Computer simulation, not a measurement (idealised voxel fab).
Presented below is a process module, voxel gate over fins.
Square cell edge 5 nm, section width 165 nm, ID cut.
This document writes a cross-section as a grid whose cells are square, and gives it as bands, listed from the top down; one or more rows of cells form a band.
Band: top height; bottom height; in nm. Then, left to right: material with width in nm, for each material. "everywhere": a single material spanning edge to edge. "blank": empty space.
Height datum 0, below which the as-received substrate wafer is one material. Lowest band open at the bottom, running downward: "0..down".
With a width like "30..40", each row of cells in the band differs from the next by the same amount, the top row carrying the first number and the bottom row the second.
Take "same as before" at face value: in the step it is given for, the cross-section changed in none of its cells.
In "Voids lacking openings" the enclosed voids are listed, meaning empty spaces of 8 cells or larger without any opening to the top. The form is width x height at distance, distance from the left edge, units nm.
Where a step's line continues beyond its settings, the continuation is a remark by the simulator itself on that step.
"overlay nm", when on a step's line for a step with a mask, measures how far to the right of its planned place the mask lay; a negative measure means to the left.

Process steps - plan:
1: RECEIVE with material Si
2: CONFORMAL_DEP with material SiN, thk nm 5
3: PATTERN with tone cover, mask id FINS, material resist, width nm 15, pitch nm 60, thk nm 20, overlay nm 0
4: DIRECTIONAL_ETCH with etch materials SiN, depth nm 5
5: DIRECTIONAL_ETCH with etch materials Si, depth nm 30
6: STRIP with etch materials resist
7: OXIDIZE with depth nm 5
8: FILL_DEP with material SiO2, thk nm 5
9: CMP with height nm 5
10: MASKED_ETCH with tone open, mask id RAIL, width nm 15, etch materials SiO2, depth nm 30, overlay nm 0
11: CONFORMAL_DEP with material TiN, thk nm 5
12: FILL_DEP with material W, thk nm 10
13: CMP with height nm 5
14: SELECTIVE_ETCH with etch materials W Ru TiN, depth nm 25
15: FILL_DEP with material SiO2, thk nm 5
16: CMP with height nm 5
17: SELECTIVE_ETCH with etch materials SiO2, depth nm 20
18: STRIP with etch materials SiN
19: CONFORMAL_DEP with material HfO2, thk nm 5
20: CONFORMAL_DEP with material TiN, thk nm 5
21: FILL_DEP with material W, thk nm 15
22: CMP with height nm 20
23: CONFORMAL_DEP with material SiN, thk nm 10

Incoming wafer in cross-section (state: after step 1):
0..down = Si everywhere
Voids lacking openings: none

First of two wafers at the end of the module, shown in cross-section; run carried out as planned:
30..20 = SiN everywhere
20..10 = W everywhere
10..5 = 10 of W / 25 of TiN / 35 of W / 25 of TiN / 35 of W / 25 of TiN / 10 of W
5..0 = 10 of W / 5 of TiN / 15 of HfO2 / 5 of TiN / 35 of W / 5 of TiN / 15 of HfO2 / 5 of TiN / 35 of W / 5 of TiN / 15 of HfO2 / 5 of TiN / 10 of W
0..-5 = 10 of W / 5 of TiN / 5 of HfO2 / 5 of Si / 5 of HfO2 / 5 of TiN / 35 of W / 5 of TiN / 5 of HfO2 / 5 of Si / 5 of HfO2 / 5 of TiN / 35 of W / 5 of TiN / 5 of HfO2 / 5 of Si / 5 of HfO2 / 5 of TiN / 10 of W
-5..-10 = 15 of TiN / 5 of HfO2 / 5 of Si / 5 of HfO2 / 45 of TiN / 5 of HfO2 / 5 of Si / 5 of HfO2 / 45 of TiN / 5 of HfO2 / 5 of Si / 5 of HfO2 / 15 of TiN
-10..-15 = 20 of HfO2 / 5 of Si / 55 of HfO2 / 5 of Si / 55 of HfO2 / 5 of Si / 20 of HfO2
-15..-20 = 20 of SiO2 / 5 of Si / 55 of SiO2 / 5 of Si / 55 of SiO2 / 5 of Si / 20 of SiO2
-20..-25 = 20 of SiO2 / 5 of Si / 20 of SiO2 / 15 of TiN / 20 of SiO2 / 5 of Si / 55 of SiO2 / 5 of Si / 20 of SiO2
-25..-35 = 20 of SiO2 / 5 of Si / 55 of SiO2 / 5 of Si / 55 of SiO2 / 5 of Si / 20 of SiO2
-35..down = Si everywhere
Voids lacking openings: none

So this is wafer number two of the two, cut at the end of the module - it started where the first did and had the same plan, we just got one thing wrong running it:
30..20 = SiN everywhere
20..10 = W everywhere
10..5 = 10 of W / 25 of TiN / 35 of W / 25 of TiN / 35 of W / 25 of TiN / 10 of W
5..0 = 10 of W / 5 of TiN / 15 of HfO2 / 5 of TiN / 35 of W / 5 of TiN / 15 of HfO2 / 5 of TiN / 35 of W / 5 of TiN / 15 of HfO2 / 5 of TiN / 10 of W
0..-5 = 10 of W / 5 of TiN / 5 of HfO2 / 5 of Si / 5 of HfO2 / 5 of TiN / 35 of W / 5 of TiN / 5 of HfO2 / 5 of Si / 5 of HfO2 / 5 of TiN / 35 of W / 5 of TiN / 5 of HfO2 / 5 of Si / 5 of HfO2 / 5 of TiN / 10 of W
-5..-10 = 15 of TiN / 5 of HfO2 / 5 of Si / 5 of HfO2 / 45 of TiN / 5 of HfO2 / 5 of Si / 5 of HfO2 / 45 of TiN / 5 of HfO2 / 5 of Si / 5 of HfO2 / 15 of TiN
-10..-15 = 20 of HfO2 / 5 of Si / 55 of HfO2 / 5 of Si / 55 of HfO2 / 5 of Si / 20 of HfO2
-15..-20 = 20 of SiO2 / 5 of Si / 55 of SiO2 / 5 of Si / 55 of SiO2 / 5 of Si / 20 of SiO2
-20..-25 = 15 of TiN / 5 of SiO2 / 5 of Si / 5 of SiO2 / 15 of TiN / 15 of SiO2 / 15 of TiN / 5 of SiO2 / 5 of Si / 5 of SiO2 / 45 of TiN / 5 of SiO2 / 5 of Si / 5 of SiO2 / 15 of TiN
-25..-35 = 20 of SiO2 / 5 of Si / 55 of SiO2 / 5 of Si / 55 of SiO2 / 5 of Si / 20 of SiO2
-35..down = Si everywhere
Voids lacking openings: none
The plan and the run diverged here: step 10 went in with a setting other than planned; the actual run was MASKED_ETCH with tone cover, mask id RAIL, width nm 15, etch materials SiO2, depth nm 30, overlay nm 0
Once processing is complete, comparing cell counts shows that the second wafer has more or fewer of certain materials than the first: 18 fewer of SiO2 | 18 more of TiN
